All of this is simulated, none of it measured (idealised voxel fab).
process module | voxel wiring stack
cross-section cut | 270 nm wide | cells 5 nm
A cross-section is a grid of square cells, given in bands from the top down. A band is one or more rows of cells.
Each band's line starts with the height of the band's top and of its bottom, in nm. Then come its materials from left to right, each with its width in nm. One material with "throughout" fills the band from edge to edge. "air" is empty space.
Height 0 is the level under which the wafer as received is all one material. The lowest band goes on downwards, as in "0 down".
A width such as "30 to 40" changes by the same amount from each row of cells to the next, from the band's top row to its bottom row.
"no change" after a step means that no cell of the cross-section changed.
closed voids: empty space of 8 cells or more with no open way to the top, each as width x height at its distance from the left edge, in nm
after a step's settings: what the simulator itself notes on the step
overlay nm, on a step with a mask: how far to the right of its planned place the mask lay; to the left if negative
plan
1 op RECEIVE | material Si
2 op CONFORMAL_DEP | material SiO2 | thk nm 10
3 op CONFORMAL_DEP | material SiCN | thk nm 5
4 op DIRECTIONAL_DEP | material SiO2 | thk nm 20
5 op DIRECTIONAL_DEP | material aC | thk nm 10
6 op PATTERN | tone open | mask id METAL_1 | material resist | width nm 20 | pitch nm 45 | thk nm 30 | overlay nm 0
7 op DIRECTIONAL_ETCH | etch materials aC | depth nm 10
8 op STRIP | etch materials resist
9 op DIRECTIONAL_ETCH | etch materials SiO2 | depth nm 20
10 op DIRECTIONAL_ETCH | etch materials SiCN | depth nm 5
11 op STRIP | etch materials aC
12 op CONFORMAL_DEP | material TiN | thk nm 5
13 op FILL_DEP | material Cu | thk nm 10
14 op CMP | height nm 35
15 op EPI | material Ru | thk nm 5
16 op FILL_DEP | material SiCN | thk nm 5
17 op DIRECTIONAL_DEP | material SiO2 | thk nm 20
18 op PATTERN | tone open | mask id PLUG_1 | material resist | width nm 15 | thk nm 15 | overlay nm 0
19 op DIRECTIONAL_ETCH | etch materials SiO2 | depth nm 20
20 op DIRECTIONAL_ETCH | etch materials SiCN | depth nm 5
21 op STRIP | etch materials resist
22 op CONFORMAL_DEP | material TiN | thk nm 5
23 op FILL_DEP | material Ru | thk nm 5
24 op CMP | height nm 65
25 op DIRECTIONAL_DEP | material TiN | thk nm 5
26 op DIRECTIONAL_DEP | material Ru | thk nm 25
27 op MASKED_ETCH | tone cover | mask id METAL_2 | width nm 20 | pitch nm 45 | etch materials Ru | depth nm 25 | overlay nm 0
28 op MASKED_ETCH | tone cover | mask id METAL_2 | width nm 20 | pitch nm 45 | etch materials TiN | depth nm 5 | overlay nm 0
29 op CONFORMAL_DEP | material SiN | thk nm 5
30 op FILL_DEP | material lowk | thk nm 5
31 op CMP | height nm 95
32 op CONFORMAL_DEP | material SiCN | thk nm 5
33 op DIRECTIONAL_DEP | material SiO2 | thk nm 15
34 op PATTERN | tone open | mask id PLUG_2 | material resist | width nm 15 | pitch nm 45 | thk nm 15 | overlay nm 0
35 op DIRECTIONAL_ETCH | etch materials SiO2 | depth nm 15
36 op DIRECTIONAL_ETCH | etch materials SiCN | depth nm 5
37 op STRIP | etch materials resist
38 op CONFORMAL_DEP | material TiN | thk nm 5
39 op FILL_DEP | material Ru | thk nm 10
40 op CMP | height nm 115
41 op DIRECTIONAL_DEP | material TiN | thk nm 5
42 op DIRECTIONAL_DEP | material Ru | thk nm 15
43 op MASKED_ETCH | tone cover | mask id METAL_3 | width nm 20 | pitch nm 45 | etch materials Ru | depth nm 15 | overlay nm 0
44 op MASKED_ETCH | tone cover | mask id METAL_3 | width nm 20 | pitch nm 45 | etch materials TiN | depth nm 5 | overlay nm 0
45 op CONFORMAL_DEP | material SiCN | thk nm 5
46 op FILL_DEP | material SiO2 | thk nm 10
47 op CMP | height nm 135
48 op CONFORMAL_DEP | material SiCN | thk nm 5
first wafer, as planned
as received, after step 1
  0 down: Si throughout
  closed voids: none
after step 2
  10 to 0: SiO2 throughout
  below 0: unchanged
after step 3
  15 to 10: SiCN throughout
  below 10: unchanged
after step 4
  35 to 15: SiO2 throughout
  below 15: unchanged
after step 5
  45 to 35: aC throughout
  below 35: unchanged
after step 6
  75 to 45: resist 100 | air 20 | resist 25 | air 20 | resist 105
  below 45: unchanged
after step 7
  65 to 45: resist 100 | air 20 | resist 25 | air 20 | resist 105
  45 to 35: aC 100 | air 20 | aC 25 | air 20 | aC 105
  below 35: unchanged
after step 8
  45 to 35: aC 100 | air 20 | aC 25 | air 20 | aC 105
  below 35: unchanged
after step 9
  45 to 35: aC 100 | air 20 | aC 25 | air 20 | aC 105
  35 to 15: SiO2 100 | air 20 | SiO2 25 | air 20 | SiO2 105
  below 15: unchanged
after step 10
  45 to 35: aC 100 | air 20 | aC 25 | air 20 | aC 105
  35 to 15: SiO2 100 | air 20 | SiO2 25 | air 20 | SiO2 105
  15 to 10: SiCN 100 | air 20 | SiCN 25 | air 20 | SiCN 105
  below 10: unchanged
after step 11
  35 to 15: SiO2 100 | air 20 | SiO2 25 | air 20 | SiO2 105
  below 15: unchanged
after step 12
  40 to 35: TiN 105 | air 10 | TiN 35 | air 10 | TiN 110
  35 to 15: SiO2 100 | TiN 5 | air 10 | TiN 5 | SiO2 25 | TiN 5 | air 10 | TiN 5 | SiO2 105
  15 to 10: SiCN 100 | TiN 20 | SiCN 25 | TiN 20 | SiCN 105
  below 10: unchanged
after step 13
  50 to 40: Cu throughout
  40 to 35: TiN 105 | Cu 10 | TiN 35 | Cu 10 | TiN 110
  35 to 15: SiO2 100 | TiN 5 | Cu 10 | TiN 5 | SiO2 25 | TiN 5 | Cu 10 | TiN 5 | SiO2 105
  below 15: unchanged
after step 14
  35 to 15: SiO2 100 | TiN 5 | Cu 10 | TiN 5 | SiO2 25 | TiN 5 | Cu 10 | TiN 5 | SiO2 105
  below 15: unchanged
after step 15
  40 to 35: air 95 | Ru 30 | air 15 | Ru 30 | air 100
  below 35: unchanged
after step 16
  45 to 40: SiCN throughout
  40 to 35: SiCN 95 | Ru 30 | SiCN 15 | Ru 30 | SiCN 100
  below 35: unchanged
after step 17
  65 to 45: SiO2 throughout
  below 45: unchanged
after step 18
  80 to 65: resist 100 | air 15 | resist 155
  below 65: unchanged
after step 19
  80 to 65: resist 100 | air 15 | resist 155
  65 to 45: SiO2 100 | air 15 | SiO2 155
  below 45: unchanged
after step 20
  80 to 65: resist 100 | air 15 | resist 155
  65 to 45: SiO2 100 | air 15 | SiO2 155
  45 to 40: SiCN 100 | air 15 | SiCN 155
  below 40: unchanged
after step 21
  65 to 45: SiO2 100 | air 15 | SiO2 155
  below 45: unchanged
after step 22
  70 to 65: TiN 105 | air 5 | TiN 160
  65 to 45: SiO2 100 | TiN 5 | air 5 | TiN 5 | SiO2 155
  45 to 40: SiCN 100 | TiN 15 | SiCN 155
  below 40: unchanged
after step 23
  75 to 70: Ru throughout
  70 to 65: TiN 105 | Ru 5 | TiN 160
  65 to 45: SiO2 100 | TiN 5 | Ru 5 | TiN 5 | SiO2 155
  below 45: unchanged
after step 24
  65 to 45: SiO2 100 | TiN 5 | Ru 5 | TiN 5 | SiO2 155
  below 45: unchanged
after step 25
  70 to 65: TiN throughout
  below 65: unchanged
after step 26
  95 to 70: Ru throughout
  below 70: unchanged
after step 27
  95 to 70: air 100 | Ru 20 | air 25 | Ru 20 | air 105
  below 70: unchanged
after step 28
  95 to 70: air 100 | Ru 20 | air 25 | Ru 20 | air 105
  70 to 65: air 100 | TiN 20 | air 25 | TiN 20 | air 105
  below 65: unchanged
after step 29
  100 to 95: air 95 | SiN 30 | air 15 | SiN 30 | air 100
  95 to 70: air 95 | SiN 5 | Ru 20 | SiN 5 | air 15 | SiN 5 | Ru 20 | SiN 5 | air 100
  70 to 65: SiN 100 | TiN 20 | SiN 25 | TiN 20 | SiN 105
  below 65: unchanged
after step 30
  105 to 100: lowk throughout
  100 to 95: lowk 95 | SiN 30 | lowk 15 | SiN 30 | lowk 100
  95 to 70: lowk 95 | SiN 5 | Ru 20 | SiN 5 | lowk 15 | SiN 5 | Ru 20 | SiN 5 | lowk 100
  below 70: unchanged
after step 31
  95 to 70: lowk 95 | SiN 5 | Ru 20 | SiN 5 | lowk 15 | SiN 5 | Ru 20 | SiN 5 | lowk 100
  below 70: unchanged
after step 32
  100 to 95: SiCN throughout
  below 95: unchanged
after step 33
  115 to 100: SiO2 throughout
  below 100: unchanged
after step 34
  130 to 115: resist 100 | air 15 | resist 30 | air 15 | resist 110
  below 115: unchanged
after step 35
  130 to 115: resist 100 | air 15 | resist 30 | air 15 | resist 110
  115 to 100: SiO2 100 | air 15 | SiO2 30 | air 15 | SiO2 110
  below 100: unchanged
after step 36
  130 to 115: resist 100 | air 15 | resist 30 | air 15 | resist 110
  115 to 100: SiO2 100 | air 15 | SiO2 30 | air 15 | SiO2 110
  100 to 95: SiCN 100 | air 15 | SiCN 30 | air 15 | SiCN 110
  below 95: unchanged
after step 37
  115 to 100: SiO2 100 | air 15 | SiO2 30 | air 15 | SiO2 110
  below 100: unchanged
after step 38
  120 to 115: TiN 105 | air 5 | TiN 40 | air 5 | TiN 115
  115 to 100: SiO2 100 | TiN 5 | air 5 | TiN 5 | SiO2 30 | TiN 5 | air 5 | TiN 5 | SiO2 110
  100 to 95: SiCN 100 | TiN 15 | SiCN 30 | TiN 15 | SiCN 110
  below 95: unchanged
after step 39
  130 to 120: Ru throughout
  120 to 115: TiN 105 | Ru 5 | TiN 40 | Ru 5 | TiN 115
  115 to 100: SiO2 100 | TiN 5 | Ru 5 | TiN 5 | SiO2 30 | TiN 5 | Ru 5 | TiN 5 | SiO2 110
  below 100: unchanged
after step 40
  115 to 100: SiO2 100 | TiN 5 | Ru 5 | TiN 5 | SiO2 30 | TiN 5 | Ru 5 | TiN 5 | SiO2 110
  below 100: unchanged
after step 41
  120 to 115: TiN throughout
  below 115: unchanged
after step 42
  135 to 120: Ru throughout
  below 120: unchanged
after step 43
  135 to 120: air 100 | Ru 20 | air 25 | Ru 20 | air 105
  below 120: unchanged
after step 44
  135 to 120: air 100 | Ru 20 | air 25 | Ru 20 | air 105
  120 to 115: air 100 | TiN 20 | air 25 | TiN 20 | air 105
  below 115: unchanged
after step 45
  140 to 135: air 95 | SiCN 30 | air 15 | SiCN 30 | air 100
  135 to 120: air 95 | SiCN 5 | Ru 20 | SiCN 5 | air 15 | SiCN 5 | Ru 20 | SiCN 5 | air 100
  120 to 115: SiCN 100 | TiN 20 | SiCN 25 | TiN 20 | SiCN 105
  below 115: unchanged
after step 46
  150 to 140: SiO2 throughout
  140 to 135: SiO2 95 | SiCN 30 | SiO2 15 | SiCN 30 | SiO2 100
  135 to 120: SiO2 95 | SiCN 5 | Ru 20 | SiCN 5 | SiO2 15 | SiCN 5 | Ru 20 | SiCN 5 | SiO2 100
  below 120: unchanged
after step 47
  135 to 120: SiO2 95 | SiCN 5 | Ru 20 | SiCN 5 | SiO2 15 | SiCN 5 | Ru 20 | SiCN 5 | SiO2 100
  below 120: unchanged
after step 48
  140 to 135: SiCN throughout
  below 135: unchanged
second wafer: like start, like plan, one mistake. Through step 26 it matches the first wafer
when step 27 should have ended
  95 to 70: air 95 | Ru 20 | air 25 | Ru 20 | air 110
  below 70: unchanged
when step 28 should have ended
  95 to 70: air 95 | Ru 20 | air 25 | Ru 20 | air 110
  70 to 65: air 95 | TiN 25 | air 20 | TiN 25 | air 105
  below 65: unchanged
when step 29 should have ended
  100 to 95: air 90 | SiN 30 | air 15 | SiN 30 | air 105
  95 to 75: air 90 | SiN 5 | Ru 20 | SiN 5 | air 15 | SiN 5 | Ru 20 | SiN 5 | air 105
  75 to 70: air 90 | SiN 5 | Ru 20 | SiN 10 | air 10 | SiN 5 | Ru 20 | SiN 10 | air 100
  70 to 65: SiN 95 | TiN 25 | SiN 20 | TiN 25 | SiN 105
  below 65: unchanged
when step 30 should have ended
  105 to 100: lowk throughout
  100 to 95: lowk 90 | SiN 30 | lowk 15 | SiN 30 | lowk 105
  95 to 75: lowk 90 | SiN 5 | Ru 20 | SiN 5 | lowk 15 | SiN 5 | Ru 20 | SiN 5 | lowk 105
  75 to 70: lowk 90 | SiN 5 | Ru 20 | SiN 10 | lowk 10 | SiN 5 | Ru 20 | SiN 10 | lowk 100
  below 70: unchanged
when step 31 should have ended
  95 to 75: lowk 90 | SiN 5 | Ru 20 | SiN 5 | lowk 15 | SiN 5 | Ru 20 | SiN 5 | lowk 105
  below 75: unchanged
when step 32 should have ended
  100 to 95: SiCN throughout
  below 95: unchanged
when step 33 should have ended
  115 to 100: SiO2 throughout
  below 100: unchanged
when step 34 should have ended
  130 to 115: resist 100 | air 15 | resist 30 | air 15 | resist 110
  below 115: unchanged
when step 35 should have ended
  130 to 115: resist 100 | air 15 | resist 30 | air 15 | resist 110
  115 to 100: SiO2 100 | air 15 | SiO2 30 | air 15 | SiO2 110
  below 100: unchanged
when step 36 should have ended
  130 to 115: resist 100 | air 15 | resist 30 | air 15 | resist 110
  115 to 100: SiO2 100 | air 15 | SiO2 30 | air 15 | SiO2 110
  100 to 95: SiCN 100 | air 15 | SiCN 30 | air 15 | SiCN 110
  below 95: unchanged
when step 37 should have ended
  115 to 100: SiO2 100 | air 15 | SiO2 30 | air 15 | SiO2 110
  below 100: unchanged
when step 38 should have ended
  120 to 115: TiN 105 | air 5 | TiN 40 | air 5 | TiN 115
  115 to 100: SiO2 100 | TiN 5 | air 5 | TiN 5 | SiO2 30 | TiN 5 | air 5 | TiN 5 | SiO2 110
  100 to 95: SiCN 100 | TiN 15 | SiCN 30 | TiN 15 | SiCN 110
  below 95: unchanged
when step 39 should have ended
  130 to 120: Ru throughout
  120 to 115: TiN 105 | Ru 5 | TiN 40 | Ru 5 | TiN 115
  115 to 100: SiO2 100 | TiN 5 | Ru 5 | TiN 5 | SiO2 30 | TiN 5 | Ru 5 | TiN 5 | SiO2 110
  below 100: unchanged
when step 40 should have ended
  115 to 100: SiO2 100 | TiN 5 | Ru 5 | TiN 5 | SiO2 30 | TiN 5 | Ru 5 | TiN 5 | SiO2 110
  below 100: unchanged
when step 41 should have ended
  120 to 115: TiN throughout
  below 115: unchanged
when step 42 should have ended
  135 to 120: Ru throughout
  below 120: unchanged
when step 43 should have ended
  135 to 120: air 100 | Ru 20 | air 25 | Ru 20 | air 105
  below 120: unchanged
when step 44 should have ended
  135 to 120: air 100 | Ru 20 | air 25 | Ru 20 | air 105
  120 to 115: air 100 | TiN 20 | air 25 | TiN 20 | air 105
  below 115: unchanged
when step 45 should have ended
  140 to 135: air 95 | SiCN 30 | air 15 | SiCN 30 | air 100
  135 to 120: air 95 | SiCN 5 | Ru 20 | SiCN 5 | air 15 | SiCN 5 | Ru 20 | SiCN 5 | air 100
  120 to 115: SiCN 100 | TiN 20 | SiCN 25 | TiN 20 | SiCN 105
  below 115: unchanged
when step 46 should have ended
  150 to 140: SiO2 throughout
  140 to 135: SiO2 95 | SiCN 30 | SiO2 15 | SiCN 30 | SiO2 100
  135 to 120: SiO2 95 | SiCN 5 | Ru 20 | SiCN 5 | SiO2 15 | SiCN 5 | Ru 20 | SiCN 5 | SiO2 100
  below 120: unchanged
when step 47 should have ended
  135 to 120: SiO2 95 | SiCN 5 | Ru 20 | SiCN 5 | SiO2 15 | SiCN 5 | Ru 20 | SiCN 5 | SiO2 100
  below 120: unchanged
when step 48 should have ended
  140 to 135: SiCN throughout
  below 135: unchanged
what went wrong: step 27 ran as: op MASKED_ETCH | tone cover | mask id METAL_2 | width nm 20 | pitch nm 45 | etch materials Ru | depth nm 25 | overlay nm -5
at the end the second wafer has, in cells: 2 more of TiN | 2 fewer of lowk
